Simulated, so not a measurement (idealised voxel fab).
The name of this process module is voxel released beams.
Cross-section cut spans 200 nm and uses square cells 5 nm in size.
A cross-section in this document is a grid of square cells, and it is written down as bands, the top band listed before the ones below it; a band is made up of one or more rows of cells.
Heights first: top, then bottom, in nm. Then materials, left to right, each with a width in nm. "everywhere" on a single material: fills the band edge to edge. "empty": empty space.
Heights are measured from 0, the level below which the as-received wafer is all one material; the lowest band has no bottom and continues downward, written as in "z 0 and below".
Read "30 to 40" as a graded width: first number on top, second number at the bottom, same change between each pair of neighbouring rows.
"no change" means the step left every cell of the cross-section as it was.
In the "Completely enclosed voids" entry, you get each enclosed empty space of 8 cells or more, one with no open way to the top, written width x height at distance, distance from the left edge, in nm.
On a step's line, text after the settings is the simulator commenting on that step.
overlay nm: right-of-plan distance of the mask on a masked step; negative values mean left-of-plan.
# The process steps that were planned are listed below
step 1: RECEIVE [material Si]
step 2: CONFORMAL_DEP [material SiN] [thk nm 5]
step 3: DIRECTIONAL_DEP [material SiO2] [thk nm 20]
step 4: PATTERN [tone open] [mask id ANCHOR] [material resist] [width nm 35] [thk nm 15] [overlay nm 0]
step 5: DIRECTIONAL_ETCH [etch materials SiO2] [depth nm 20]
step 6: STRIP [etch materials resist]
step 7: CONFORMAL_DEP [material polySi] [thk nm 15]
step 8: DIRECTIONAL_DEP [material aC] [thk nm 15]
step 9: PATTERN [tone cover] [mask id BEAM] [material resist] [width nm 110] [thk nm 30] [overlay nm 0]
step 10: DIRECTIONAL_ETCH [etch materials aC] [depth nm 15]
step 11: STRIP [etch materials resist]
step 12: DIRECTIONAL_ETCH [etch materials polySi] [depth nm 15]
step 13: STRIP [etch materials aC]
step 14: STRIP [etch materials SiO2]
# First of two wafers, with the run carried out as planned
# Shown in cross-section is the wafer as received, that is, as it stands after step 1
  z 0 and below: Si everywhere
  Completely enclosed voids: none
# Take a look at the wafer's cross-section after step 2
  z 5 to 0: SiN everywhere
  Under the height 0 nothing was changed.
# Take a look at the wafer's cross-section after step 3
  z 25 to 5: SiO2 everywhere
  Under the height 5 nothing was changed.
# Take a look at the wafer's cross-section after step 4
  z 40 to 25: 45 nm resist, 35 nm empty, 120 nm resist
  Under the height 25 nothing was changed.
# Take a look at the wafer's cross-section after step 5
  z 40 to 25: 45 nm resist, 35 nm empty, 120 nm resist
  z 25 to 5: 45 nm SiO2, 35 nm empty, 120 nm SiO2
  Under the height 5 nothing was changed.
# Take a look at the wafer's cross-section after step 6
  z 25 to 5: 45 nm SiO2, 35 nm empty, 120 nm SiO2
  Under the height 5 nothing was changed.
# Take a look at the wafer's cross-section after step 7
  z 40 to 25: 60 nm polySi, 5 nm empty, 135 nm polySi
  z 25 to 20: 45 nm SiO2, 15 nm polySi, 5 nm empty, 15 nm polySi, 120 nm SiO2
  z 20 to 5: 45 nm SiO2, 35 nm polySi, 120 nm SiO2
  Under the height 5 nothing was changed.
# Take a look at the wafer's cross-section after step 8
  z 55 to 40: 60 nm aC, 5 nm empty, 135 nm aC
  z 40 to 35: 60 nm polySi, 5 nm empty, 135 nm polySi
  z 35 to 25: 60 nm polySi, 5 nm aC, 135 nm polySi
  z 25 to 20: 45 nm SiO2, 15 nm polySi, 5 nm aC, 15 nm polySi, 120 nm SiO2
  Under the height 20 nothing was changed.
# Take a look at the wafer's cross-section after step 9
  z 85 to 55: 40 nm empty, 110 nm resist, 50 nm empty
  z 55 to 40: 60 nm aC, 5 nm resist, 135 nm aC
  z 40 to 35: 60 nm polySi, 5 nm resist, 135 nm polySi
  Under the height 35 nothing was changed.
# Take a look at the wafer's cross-section after step 10
  z 70 to 55: 40 nm empty, 110 nm resist, 50 nm empty
  z 55 to 40: 40 nm empty, 20 nm aC, 5 nm resist, 85 nm aC, 50 nm empty
  Under the height 40 nothing was changed.
# Take a look at the wafer's cross-section after step 11
  z 55 to 40: 40 nm empty, 20 nm aC, 5 nm empty, 85 nm aC, 50 nm empty
  z 40 to 35: 60 nm polySi, 5 nm empty, 135 nm polySi
  Under the height 35 nothing was changed.
# Take a look at the wafer's cross-section after step 12
  z 55 to 40: 40 nm empty, 20 nm aC, 5 nm empty, 85 nm aC, 50 nm empty
  z 40 to 35: 40 nm empty, 20 nm polySi, 5 nm empty, 85 nm polySi, 50 nm empty
  z 35 to 25: 40 nm empty, 20 nm polySi, 5 nm aC, 85 nm polySi, 50 nm empty
  Under the height 25 nothing was changed.
# Take a look at the wafer's cross-section after step 13
  z 40 to 25: 40 nm empty, 20 nm polySi, 5 nm empty, 85 nm polySi, 50 nm empty
  z 25 to 20: 45 nm SiO2, 15 nm polySi, 5 nm empty, 15 nm polySi, 120 nm SiO2
  Under the height 20 nothing was changed.
# Take a look at the wafer's cross-section after step 14
  z 40 to 25: 40 nm empty, 20 nm polySi, 5 nm empty, 85 nm polySi, 50 nm empty
  z 25 to 20: 45 nm empty, 15 nm polySi, 5 nm empty, 15 nm polySi, 120 nm empty
  z 20 to 5: 45 nm empty, 35 nm polySi, 120 nm empty
  Under the height 5 nothing was changed.
# The second wafer began exactly as the first did and followed the same plan, but one mistake was made while running it; through step 3 inclusive, the two wafers are identical
# Here is the second wafer in cross-section at the point where step 4 of the plan should have been done
  z 40 to 25: 45 nm empty, 35 nm resist, 120 nm empty
  Under the height 25 nothing was changed.
# Here is the second wafer in cross-section at the point where step 5 of the plan should have been done
  z 40 to 25: 45 nm empty, 35 nm resist, 120 nm empty
  z 25 to 5: 45 nm empty, 35 nm SiO2, 120 nm empty
  Under the height 5 nothing was changed.
# Here is the second wafer in cross-section at the point where step 6 of the plan should have been done
  z 25 to 5: 45 nm empty, 35 nm SiO2, 120 nm empty
  Under the height 5 nothing was changed.
# Here is the second wafer in cross-section at the point where step 7 of the plan should have been done
  z 40 to 25: 30 nm empty, 65 nm polySi, 105 nm empty
  z 25 to 20: 30 nm empty, 15 nm polySi, 35 nm SiO2, 15 nm polySi, 105 nm empty
  z 20 to 5: 45 nm polySi, 35 nm SiO2, 120 nm polySi
  Under the height 5 nothing was changed.
# Here is the second wafer in cross-section at the point where step 8 of the plan should have been done
  z 55 to 40: 30 nm empty, 65 nm aC, 105 nm empty
  z 40 to 35: 30 nm empty, 65 nm polySi, 105 nm empty
  z 35 to 25: 30 nm aC, 65 nm polySi, 105 nm aC
  z 25 to 20: 30 nm aC, 15 nm polySi, 35 nm SiO2, 15 nm polySi, 105 nm aC
  Under the height 20 nothing was changed.
# Here is the second wafer in cross-section at the point where step 9 of the plan should have been done
  z 85 to 55: 40 nm empty, 110 nm resist, 50 nm empty
  z 55 to 40: 30 nm empty, 65 nm aC, 55 nm resist, 50 nm empty
  z 40 to 35: 30 nm empty, 65 nm polySi, 55 nm resist, 50 nm empty
  Under the height 35 nothing was changed.
# Here is the second wafer in cross-section at the point where step 10 of the plan should have been done
  z 70 to 55: 40 nm empty, 110 nm resist, 50 nm empty
  z 55 to 40: 40 nm empty, 55 nm aC, 55 nm resist, 50 nm empty
  z 40 to 35: 30 nm empty, 65 nm polySi, 55 nm resist, 50 nm empty
  z 35 to 25: 30 nm empty, 65 nm polySi, 55 nm aC, 50 nm empty
  z 25 to 20: 30 nm empty, 15 nm polySi, 35 nm SiO2, 15 nm polySi, 55 nm aC, 50 nm empty
  Under the height 20 nothing was changed.
# Here is the second wafer in cross-section at the point where step 11 of the plan should have been done
  z 55 to 40: 40 nm empty, 55 nm aC, 105 nm empty
  z 40 to 35: 30 nm empty, 65 nm polySi, 105 nm empty
  Under the height 35 nothing was changed.
# Here is the second wafer in cross-section at the point where step 12 of the plan should have been done
  z 55 to 40: 40 nm empty, 55 nm aC, 105 nm empty
  z 40 to 35: 40 nm empty, 55 nm polySi, 105 nm empty
  z 35 to 25: 40 nm empty, 55 nm polySi, 55 nm aC, 50 nm empty
  z 25 to 20: 30 nm empty, 15 nm polySi, 35 nm SiO2, 15 nm polySi, 55 nm aC, 50 nm empty
  z 20 to 5: 30 nm empty, 15 nm polySi, 35 nm SiO2, 70 nm polySi, 50 nm empty
  Under the height 5 nothing was changed.
# Here is the second wafer in cross-section at the point where step 13 of the plan should have been done
  z 40 to 25: 40 nm empty, 55 nm polySi, 105 nm empty
  z 25 to 20: 30 nm empty, 15 nm polySi, 35 nm SiO2, 15 nm polySi, 105 nm empty
  Under the height 20 nothing was changed.
Here is the second wafer in cross-section at the point where step 14 of the plan should have been done: no change
What was done differently from what was planned? step 4 ran with different settings than intended, the actual operation and settings being PATTERN [tone cover] [mask id ANCHOR] [material resist] [width nm 35] [thk nm 15] [overlay nm 0]
Final tally in cells, some materials are higher or lower on the second wafer than on the first: SiO2 +28
